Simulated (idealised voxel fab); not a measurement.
Proc. module: voxel quadruple lines
The width of the displayed cross-section, cut, is 190 nm; its cells are square, with a size of 5 nm.
A cross-section is written here as square cells arranged in a grid, and it is given in bands from the top down, each band taking up one or more rows of cells. Top, bottom (nm), then materials left to right with widths (nm); lone material tagged "throughout" fills the whole band edge to edge; "blank" = empty space. The level at which height equals 0 is the one under which the wafer, as it arrives, is entirely one material. No lower edge exists for the bottom band, which continues downward and is notated as in "0..down". Per-row width for "30..40": begins at first number (top row of band), ends at second number (bottom row), increment between rows held constant. "no change" means the step left every cell of the cross-section as it was. Under "Enclosed void inventory" you'll find the enclosed gaps, the ones with no way out to the top, that are 8 cells or bigger; each reads width x height at distance, with distance counted from the left edge, everything in nm. Past the settings on a step's line: simulator remark, on that step. What "overlay nm" on a step's line means: if the step has a mask, that mask lay this far to the right of its planned place, or, when the value is negative, to the left.

The following list gives the planned process steps
1: RECEIVE,material Si
2: CONFORMAL_DEP,material SiO2,thk nm 10
3: DIRECTIONAL_DEP,material W,thk nm 15
4: DIRECTIONAL_DEP,material polySi,thk nm 15
5: DIRECTIONAL_DEP,material aC,thk nm 25
6: PATTERN,tone cover,mask id MANDREL,material resist,width nm 20,pitch nm 60,thk nm 30,overlay nm 0
7: DIRECTIONAL_ETCH,etch materials aC,depth nm 25
8: STRIP,etch materials resist
9: CONFORMAL_DEP,material SiO2,thk nm 10
10: DIRECTIONAL_ETCH,etch materials SiO2,depth nm 10
11: STRIP,etch materials aC
12: DIRECTIONAL_ETCH,etch materials polySi,depth nm 15
13: STRIP,etch materials SiO2
14: CONFORMAL_DEP,material SiCN,thk nm 5
15: DIRECTIONAL_ETCH,etch materials SiCN,depth nm 5
16: STRIP,etch materials polySi
17: DIRECTIONAL_ETCH,etch materials W,depth nm 15
18: STRIP,etch materials SiCN

So this is the incoming wafer in cross-section - it's already been through step 1
* 0..down: Si throughout
* Enclosed void inventory: none

What the wafer looks like in cross-section after this module, when it starts as shown above and follows the plan above but one mistake is made in running it
* 25..10: blank=50, W=5, blank=20, W=5, blank=30, W=5, blank=20, W=5, blank=50
* 10..0: SiO2 throughout
* 0..down: Si throughout
* Enclosed void inventory: none
Finding, execution versus plan: step 6 was not run as planned; what actually ran was PATTERN,tone open,mask id MANDREL,material resist,width nm 20,pitch nm 60,thk nm 30,overlay nm 0
